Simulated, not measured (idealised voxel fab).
process module | voxel ribs on slabs
cross-section cut | 255 nm wide | cells 5 nm
A cross-section is a grid of square cells, given in bands from the top down. A band is one or more rows of cells.
Each band's line starts with the height of the band's top and of its bottom, in nm. Then come its materials from left to right, each with its width in nm. One material with "throughout" fills the band from edge to edge. "air" is empty space.
Height 0 is the level under which the wafer as received is all one material. The lowest band goes on downwards, as in "0 down".
A width such as "30 to 40" changes by the same amount from each row of cells to the next, from the band's top row to its bottom row.
"no change" after a step means that no cell of the cross-section changed.
closed voids: empty space of 8 cells or more with no open way to the top, each as width x height at its distance from the left edge, in nm
after a step's settings: what the simulator itself notes on the step
overlay nm, on a step with a mask: how far to the right of its planned place the mask lay; to the left if negative
plan
1 op RECEIVE | material Si
2 op DIRECTIONAL_DEP | material SiO2 | thk nm 30
3 op DIRECTIONAL_DEP | material polySi | thk nm 25
4 op MASKED_ETCH | tone cover | mask id RIB | width nm 15 | etch materials polySi | depth nm 5 | overlay nm 0
5 op MASKED_ETCH | tone cover | mask id SLAB | width nm 75 | etch materials polySi | depth nm 20 | overlay nm 0
6 op FILL_DEP | material SiO2 | thk nm 20
7 op CMP | height nm 65
8 op DIRECTIONAL_DEP | material TiN | thk nm 5
9 op DIRECTIONAL_DEP | material aC | thk nm 15
10 op PATTERN | tone cover | mask id HEATER | material resist | width nm 25 | thk nm 30 | overlay nm 0
11 op DIRECTIONAL_ETCH | etch materials aC | depth nm 15
12 op STRIP | etch materials resist
13 op DIRECTIONAL_ETCH | etch materials TiN | depth nm 5
14 op STRIP | etch materials aC
15 op CONFORMAL_DEP | material SiO2 | thk nm 10
as received, after step 1
  0 down: Si throughout
  closed voids: none
a wafer at the end: this start, this plan, one mistake
  80 to 75: air 105 | SiO2 45 | air 105
  75 to 70: SiO2 throughout
  70 to 65: SiO2 115 | TiN 25 | SiO2 115
  65 to 60: SiO2 90 | polySi 75 | SiO2 90
  60 to 0: SiO2 throughout
  0 down: Si throughout
  closed voids: none
what went wrong: step 2 was run twice
